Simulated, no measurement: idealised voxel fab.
The following is a process module called voxel trench capacitor.
Square cell edge 5 nm, section width 140 nm, ID cut.
Cross-section, as written here: a square-cell grid given band by band from the top down, where a band holds one or more rows of cells.
Per band: top height and bottom height in nm, followed by the left-to-right materials and their widths in nm; "full width" marks a single material spanning edge to edge, "air" marks empty space.
It should be noted that heights are counted from 0, beneath which the wafer as supplied is of one material throughout, and that the lowest band possesses no lower boundary but continues downward, as written in "0 nm and below".
Think of "30 to 40" as a width that walks from the first number to the second as you go down the band, top row to bottom row, taking equal-sized steps from row to row.
Where a step carries "no change", the cross-section came out of it unchanged, cell for cell.
Closed-off voids of 8+ cells (no open route to the top) go in "Closed internal voids", written width x height at distance from the left edge, in nm.
after a step's settings: what the simulator itself notes on the step
When a step includes a mask, the "overlay nm" setting on its line states how far to the right of its planned place that mask lay, and negative values state how far to the left.

**Steps planned for the process**
1: op RECEIVE | material Si
2: op CONFORMAL_DEP | material SiN | thk nm 10
3: op PATTERN | tone open | mask id TRENCH | material resist | width nm 30 | pitch nm 55 | thk nm 20 | overlay nm 0
4: op DIRECTIONAL_ETCH | etch materials SiN | depth nm 10
5: op DIRECTIONAL_ETCH | etch materials Si | depth nm 35
6: op STRIP | etch materials resist
7: op CONFORMAL_DEP | material HfO2 | thk nm 5
8: op CONFORMAL_DEP | material TiN | thk nm 5
9: op FILL_DEP | material W | thk nm 10
10: op CMP | height nm 10

**First of two wafers, with the run carried out as planned**

**Cross-section: wafer on arrival = after step 1**
* 0 nm and below = Si full width
* Closed internal voids: none

**You're looking at a cross-section of the wafer after step 2**
* 10 nm to 0 nm = SiN full width
* Below 0 it's all the same as before, nothing changed down there.

**You're looking at a cross-section of the wafer after step 3**
* 30 nm to 10 nm = 25 resist  30 air  25 resist  30 air  30 resist
* Below 10 it's all the same as before, nothing changed down there.

**You're looking at a cross-section of the wafer after step 4**
* 30 nm to 10 nm = 25 resist  30 air  25 resist  30 air  30 resist
* 10 nm to 0 nm = 25 SiN  30 air  25 SiN  30 air  30 SiN
* Below 0 it's all the same as before, nothing changed down there.

**You're looking at a cross-section of the wafer after step 5**
* 30 nm to 10 nm = 25 resist  30 air  25 resist  30 air  30 resist
* 10 nm to 0 nm = 25 SiN  30 air  25 SiN  30 air  30 SiN
* 0 nm to -35 nm = 25 Si  30 air  25 Si  30 air  30 Si
* Below -35 it's all the same as before, nothing changed down there.

**You're looking at a cross-section of the wafer after step 6**
* 10 nm to 0 nm = 25 SiN  30 air  25 SiN  30 air  30 SiN
* Below 0 it's all the same as before, nothing changed down there.

**You're looking at a cross-section of the wafer after step 7**
* 15 nm to 10 nm = 30 HfO2  20 air  35 HfO2  20 air  35 HfO2
* 10 nm to 0 nm = 25 SiN  5 HfO2  20 air  5 HfO2  25 SiN  5 HfO2  20 air  5 HfO2  30 SiN
* 0 nm to -30 nm = 25 Si  5 HfO2  20 air  5 HfO2  25 Si  5 HfO2  20 air  5 HfO2  30 Si
* -30 nm to -35 nm = 25 Si  30 HfO2  25 Si  30 HfO2  30 Si
* Below -35 it's all the same as before, nothing changed down there.

**You're looking at a cross-section of the wafer after step 8**
* 20 nm to 15 nm = 35 TiN  10 air  45 TiN  10 air  40 TiN
* 15 nm to 10 nm = 30 HfO2  5 TiN  10 air  5 TiN  35 HfO2  5 TiN  10 air  5 TiN  35 HfO2
* 10 nm to 0 nm = 25 SiN  5 HfO2  5 TiN  10 air  5 TiN  5 HfO2  25 SiN  5 HfO2  5 TiN  10 air  5 TiN  5 HfO2  30 SiN
* 0 nm to -25 nm = 25 Si  5 HfO2  5 TiN  10 air  5 TiN  5 HfO2  25 Si  5 HfO2  5 TiN  10 air  5 TiN  5 HfO2  30 Si
* -25 nm to -30 nm = 25 Si  5 HfO2  20 TiN  5 HfO2  25 Si  5 HfO2  20 TiN  5 HfO2  30 Si
* Below -30 it's all the same as before, nothing changed down there.

**You're looking at a cross-section of the wafer after step 9**
* 30 nm to 20 nm = W full width
* 20 nm to 15 nm = 35 TiN  10 W  45 TiN  10 W  40 TiN
* 15 nm to 10 nm = 30 HfO2  5 TiN  10 W  5 TiN  35 HfO2  5 TiN  10 W  5 TiN  35 HfO2
* 10 nm to 0 nm = 25 SiN  5 HfO2  5 TiN  10 W  5 TiN  5 HfO2  25 SiN  5 HfO2  5 TiN  10 W  5 TiN  5 HfO2  30 SiN
* 0 nm to -25 nm = 25 Si  5 HfO2  5 TiN  10 W  5 TiN  5 HfO2  25 Si  5 HfO2  5 TiN  10 W  5 TiN  5 HfO2  30 Si
* Below -25 it's all the same as before, nothing changed down there.

**You're looking at a cross-section of the wafer after step 10**
* 10 nm to 0 nm = 25 SiN  5 HfO2  5 TiN  10 W  5 TiN  5 HfO2  25 SiN  5 HfO2  5 TiN  10 W  5 TiN  5 HfO2  30 SiN
* Below 0 it's all the same as before, nothing changed down there.

**Wafer two. Identical start, identical plan. One mistake in execution. Identical history through step 6**

**Cross-section, second wafer, at the end time the plan gives for step 7**
* 15 nm to 10 nm = 30 TiN  20 air  35 TiN  20 air  35 TiN
* 10 nm to 0 nm = 25 SiN  5 TiN  20 air  5 TiN  25 SiN  5 TiN  20 air  5 TiN  30 SiN
* 0 nm to -30 nm = 25 Si  5 TiN  20 air  5 TiN  25 Si  5 TiN  20 air  5 TiN  30 Si
* -30 nm to -35 nm = 25 Si  30 TiN  25 Si  30 TiN  30 Si
* Below -35 it's all the same as before, nothing changed down there.

**Cross-section, second wafer, at the end time the plan gives for step 8**
* 20 nm to 15 nm = 35 HfO2  10 air  45 HfO2  10 air  40 HfO2
* 15 nm to 10 nm = 30 TiN  5 HfO2  10 air  5 HfO2  35 TiN  5 HfO2  10 air  5 HfO2  35 TiN
* 10 nm to 0 nm = 25 SiN  5 TiN  5 HfO2  10 air  5 HfO2  5 TiN  25 SiN  5 TiN  5 HfO2  10 air  5 HfO2  5 TiN  30 SiN
* 0 nm to -25 nm = 25 Si  5 TiN  5 HfO2  10 air  5 HfO2  5 TiN  25 Si  5 TiN  5 HfO2  10 air  5 HfO2  5 TiN  30 Si
* -25 nm to -30 nm = 25 Si  5 TiN  20 HfO2  5 TiN  25 Si  5 TiN  20 HfO2  5 TiN  30 Si
* Below -30 it's all the same as before, nothing changed down there.

**Cross-section, second wafer, at the end time the plan gives for step 9**
* 30 nm to 20 nm = W full width
* 20 nm to 15 nm = 35 HfO2  10 W  45 HfO2  10 W  40 HfO2
* 15 nm to 10 nm = 30 TiN  5 HfO2  10 W  5 HfO2  35 TiN  5 HfO2  10 W  5 HfO2  35 TiN
* 10 nm to 0 nm = 25 SiN  5 TiN  5 HfO2  10 W  5 HfO2  5 TiN  25 SiN  5 TiN  5 HfO2  10 W  5 HfO2  5 TiN  30 SiN
* 0 nm to -25 nm = 25 Si  5 TiN  5 HfO2  10 W  5 HfO2  5 TiN  25 Si  5 TiN  5 HfO2  10 W  5 HfO2  5 TiN  30 Si
* Below -25 it's all the same as before, nothing changed down there.

**Cross-section, second wafer, at the end time the plan gives for step 10**
* 10 nm to 0 nm = 25 SiN  5 TiN  5 HfO2  10 W  5 HfO2  5 TiN  25 SiN  5 TiN  5 HfO2  10 W  5 HfO2  5 TiN  30 SiN
* Below 0 it's all the same as before, nothing changed down there.
Nonconformance to the process plan: step 8 occupied the plan position of step 7, and the converse holds as well
The closing comparison, in cells, has the second wafer with more or fewer of some materials than the first: 8 fewer of HfO2 | 8 more of TiN
